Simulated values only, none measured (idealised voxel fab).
process module | voxel local oxidation
cross-section cut | 240 nm wide | cells 5 nm
A cross-section is a grid of square cells, given in bands from the top down. A band is one or more rows of cells.
Each band's line starts with the height of the band's top and of its bottom, in nm. Then come its materials from left to right, each with its width in nm. One material with "throughout" fills the band from edge to edge. "air" is empty space.
Height 0 is the level under which the wafer as received is all one material. The lowest band goes on downwards, as in "0 down".
A width such as "30 to 40" changes by the same amount from each row of cells to the next, from the band's top row to its bottom row.
"no change" after a step means that no cell of the cross-section changed.
closed voids: empty space of 8 cells or more with no open way to the top, each as width x height at its distance from the left edge, in nm
after a step's settings: what the simulator itself notes on the step
overlay nm, on a step with a mask: how far to the right of its planned place the mask lay; to the left if negative
plan
1 op RECEIVE | material Si
2 op CONFORMAL_DEP | material SiO2 | thk nm 5
3 op CONFORMAL_DEP | material SiN | thk nm 10
4 op DIRECTIONAL_DEP | material aC | thk nm 15
5 op PATTERN | tone cover | mask id ACTIVE | material resist | width nm 115 | thk nm 30 | overlay nm 0
6 op DIRECTIONAL_ETCH | etch materials aC | depth nm 15
7 op STRIP | etch materials resist
8 op DIRECTIONAL_ETCH | etch materials SiN | depth nm 10
9 op STRIP | etch materials aC
10 op SELECTIVE_ETCH | etch materials SiO2 | depth nm 5
11 op OXIDIZE | depth nm 10
12 op STRIP | etch materials SiN
first wafer, as planned
as received, after step 1
  0 down: Si throughout
  closed voids: none
after step 2
  5 to 0: SiO2 throughout
  below 0: unchanged
after step 3
  15 to 5: SiN throughout
  below 5: unchanged
after step 4
  30 to 15: aC throughout
  below 15: unchanged
after step 5
  60 to 30: air 60 | resist 115 | air 65
  below 30: unchanged
after step 6
  45 to 30: air 60 | resist 115 | air 65
  30 to 15: air 60 | aC 115 | air 65
  below 15: unchanged
after step 7
  30 to 15: air 60 | aC 115 | air 65
  below 15: unchanged
after step 8
  30 to 15: air 60 | aC 115 | air 65
  15 to 5: air 60 | SiN 115 | air 65
  below 5: unchanged
after step 9
  15 to 5: air 60 | SiN 115 | air 65
  below 5: unchanged
after step 10
  15 to 5: air 60 | SiN 115 | air 65
  5 to 0: air 65 | SiO2 105 | air 70
  below 0: unchanged
after step 11
  15 to 5: air 60 | SiN 115 | air 65
  5 to 0: air 65 | SiO2 105 | air 70
  0 to -10: SiO2 75 | Si 85 | SiO2 80
  below -10: unchanged
after step 12
  5 to 0: air 65 | SiO2 105 | air 70
  below 0: unchanged
second wafer: like start, like plan, one mistake. Through step 4 it matches the first wafer
when step 5 should have ended
  60 to 30: air 60 | resist 120 | air 60
  below 30: unchanged
when step 6 should have ended
  45 to 30: air 60 | resist 120 | air 60
  30 to 15: air 60 | aC 120 | air 60
  below 15: unchanged
when step 7 should have ended
  30 to 15: air 60 | aC 120 | air 60
  below 15: unchanged
when step 8 should have ended
  30 to 15: air 60 | aC 120 | air 60
  15 to 5: air 60 | SiN 120 | air 60
  below 5: unchanged
when step 9 should have ended
  15 to 5: air 60 | SiN 120 | air 60
  below 5: unchanged
when step 10 should have ended
  15 to 5: air 60 | SiN 120 | air 60
  5 to 0: air 65 | SiO2 110 | air 65
  below 0: unchanged
when step 11 should have ended
  15 to 5: air 60 | SiN 120 | air 60
  5 to 0: air 65 | SiO2 110 | air 65
  0 to -10: SiO2 75 | Si 90 | SiO2 75
  below -10: unchanged
when step 12 should have ended
  5 to 0: air 65 | SiO2 110 | air 65
  below 0: unchanged
what went wrong: step 5 ran as: op PATTERN | tone cover | mask id ACTIVE | material resist | width nm 120 | thk nm 30 | overlay nm 0
at the end the second wafer has, in cells: 2 more of Si | 1 fewer of SiO2
